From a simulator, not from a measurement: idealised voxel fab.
The process module that follows is named voxel self aligned contacts.
It is cross-section cut that appears here, measuring 185 nm in width, its square cells being 5 nm in size.
Cross-section format: a grid of square cells, given as bands from top to bottom; each band is one or more rows of cells. First you get the band's top height and its bottom height, in nm, and then the materials it's made of, left to right, with each width in nm. If you see a single material with "edge to edge", that one covers the band edge to edge. "blank" is empty space. Heights are expressed relative to 0, this being the level below which the as-received wafer comprises one material exclusively. The lowest band is unbounded in the downward direction and is denoted as in "0..down". Graded width ("30->40"): value in top row of band = first number; value in bottom row = second number; row-to-row change constant. Reading "remained the same" for a step: not a cell of the cross-section changed in it. In the "Listed closed voids" entry, you get each enclosed empty space of 8 cells or more, one with no open way to the top, written width x height at distance, distance from the left edge, in nm. Read whatever lies past the settings on a step's line as the simulator's own remark about the step. "overlay nm" denotes, for a step that has a mask, the displacement of the mask to the right of its planned place, with negative values corresponding to the left.

# Planned process steps
1: RECEIVE with material Si
2: CONFORMAL_DEP with material SiO2, thk nm 5
3: DIRECTIONAL_DEP with material polySi, thk nm 20
4: DIRECTIONAL_DEP with material SiN, thk nm 15
5: PATTERN with tone cover, mask id GATE, material resist, width nm 30, pitch nm 60, thk nm 15, overlay nm 0
6: DIRECTIONAL_ETCH with etch materials SiN, depth nm 15
7: DIRECTIONAL_ETCH with etch materials polySi, depth nm 20
8: STRIP with etch materials resist
9: CONFORMAL_DEP with material SiN, thk nm 5
10: DIRECTIONAL_ETCH with etch materials SiN, depth nm 5
11: FILL_DEP with material SiO2, thk nm 15
12: CMP with height nm 45
13: MASKED_ETCH with tone open, mask id CONTACT, width nm 40, pitch nm 60, etch materials SiO2, depth nm 45, overlay nm 0
14: CONFORMAL_DEP with material TiN, thk nm 5
15: FILL_DEP with material W, thk nm 5
16: CMP with height nm 45
17: CONFORMAL_DEP with material SiCN, thk nm 5

# Here's what the wafer looked like in cross-section when it arrived - that's after step 1
  0..down | Si edge to edge
  Listed closed voids: none

# Starting wafer: above. Plan: above. Run: one mistake. Cross-section after the module: below
  50..45 | SiCN edge to edge
  45..35 | 40 of SiO2, then 5->10 of TiN, then 30->20 of W, then 5->10 of TiN, then 20 of SiO2, then 5->10 of TiN, then 30->20 of W, then 5->10 of TiN, then 45 of SiO2
  35..25 | 15 of SiO2, then 30 of SiN, then 5 of TiN, then 20 of W, then 5 of TiN, then 30 of SiN, then 5 of TiN, then 20 of W, then 5 of TiN, then 30 of SiN, then 20 of SiO2
  25..5 | 15 of SiO2, then 30 of polySi, then 5 of TiN, then 20 of W, then 5 of TiN, then 30 of polySi, then 5 of TiN, then 20 of W, then 5 of TiN, then 30 of polySi, then 20 of SiO2
  5..0 | 45 of SiO2, then 30 of TiN, then 30 of SiO2, then 30 of TiN, then 50 of SiO2
  0..down | Si edge to edge
  Listed closed voids: none
Which mistake was made when the wafer was run? step 9 of the plan got skipped, so it never ran
